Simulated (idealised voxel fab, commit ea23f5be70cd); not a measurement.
Process module under the name voxel self aligned vias
150 nm wide, 5 nm square cells: that's cross-section cut.
In what follows, cross-sections appear as grids of square cells, described through bands that run from the top down, where every band is one or more rows of cells.
This entry defines a band. It first specifies the height of the band's top and the height of its bottom in nm, and then specifies the band's materials from left to right, stating each material with its width in nm. The word "full width" identifies a single material that fills the band from edge to edge, while the word "empty" identifies empty space.
Note: height 0 marks the level under which the wafer is uniformly one material as received. Lowest band unbounded below, written "0..down".
Width "30..40": first value at the band's top row of cells, second value at its bottom row, equal change from row to row.
Take "everything unchanged" at face value: in the step it is given for, the cross-section changed in none of its cells.
Empty spaces without an open route to the top, at least 8 cells in extent, make up the entry "Voids, enclosed"; each is given as width x height at distance, where the distance is measured from the left edge, and all are in nm.
Text after the settings on a step's line: the simulator's own remark on that step.
When a step includes a mask, the "overlay nm" setting on its line states how far to the right of its planned place that mask lay, and negative values state how far to the left.
**Below is the list of planned process steps**
step 1: RECEIVE | material Si
step 2: CONFORMAL_DEP | material SiO2 | thk nm 15
step 3: CONFORMAL_DEP | material SiCN | thk nm 5
step 4: DIRECTIONAL_DEP | material SiO2 | thk nm 30
step 5: PATTERN | tone open | mask id LINES | material resist | width nm 25 | pitch nm 65 | thk nm 15 | overlay nm 0
step 6: DIRECTIONAL_ETCH | etch materials SiO2 | depth nm 30
step 7: STRIP | etch materials resist
step 8: CONFORMAL_DEP | material TiN | thk nm 5
step 9: FILL_DEP | material W | thk nm 5
step 10: CMP | height nm 50
step 11: SELECTIVE_ETCH | etch materials W Ru TiN | depth nm 5
step 12: FILL_DEP | material SiN | thk nm 10
step 13: CMP | height nm 50
step 14: DIRECTIONAL_DEP | material SiO2 | thk nm 15
step 15: DIRECTIONAL_DEP | material aC | thk nm 10
step 16: PATTERN | tone open | mask id VIAS | material resist | width nm 45 | thk nm 30 | overlay nm 0
step 17: DIRECTIONAL_ETCH | etch materials aC | depth nm 10
step 18: STRIP | etch materials resist
step 19: DIRECTIONAL_ETCH | etch materials SiO2 | depth nm 15
step 20: DIRECTIONAL_ETCH | etch materials SiN | depth nm 5
step 21: STRIP | etch materials aC
step 22: CONFORMAL_DEP | material TiN | thk nm 5
step 23: FILL_DEP | material Cu | thk nm 5
step 24: CMP | height nm 65
step 25: CONFORMAL_DEP | material SiN | thk nm 5
**So this is the incoming wafer in cross-section - it's already been through step 1**
  0..down | Si full width
  Voids, enclosed: none
**Wafer cross-section at end of module: start and plan as shown above, one execution error**
  70..65 | SiN full width
  65..50 | SiO2 20 nm, TiN 5 nm, Cu 35 nm, TiN 5 nm, SiO2 85 nm
  50..45 | SiN 20 nm, TiN 45 nm, SiN 85 nm
  45..20 | SiO2 30 nm, TiN 5 nm, W 15 nm, TiN 5 nm, SiO2 40 nm, TiN 5 nm, W 15 nm, TiN 5 nm, SiO2 30 nm
  20..15 | SiO2 30 nm, TiN 25 nm, SiO2 40 nm, TiN 25 nm, SiO2 30 nm
  15..0 | SiO2 full width
  0..down | Si full width
  Voids, enclosed: none
In executing the process, a mistake was made relative to the plan: plan step 3 skipped
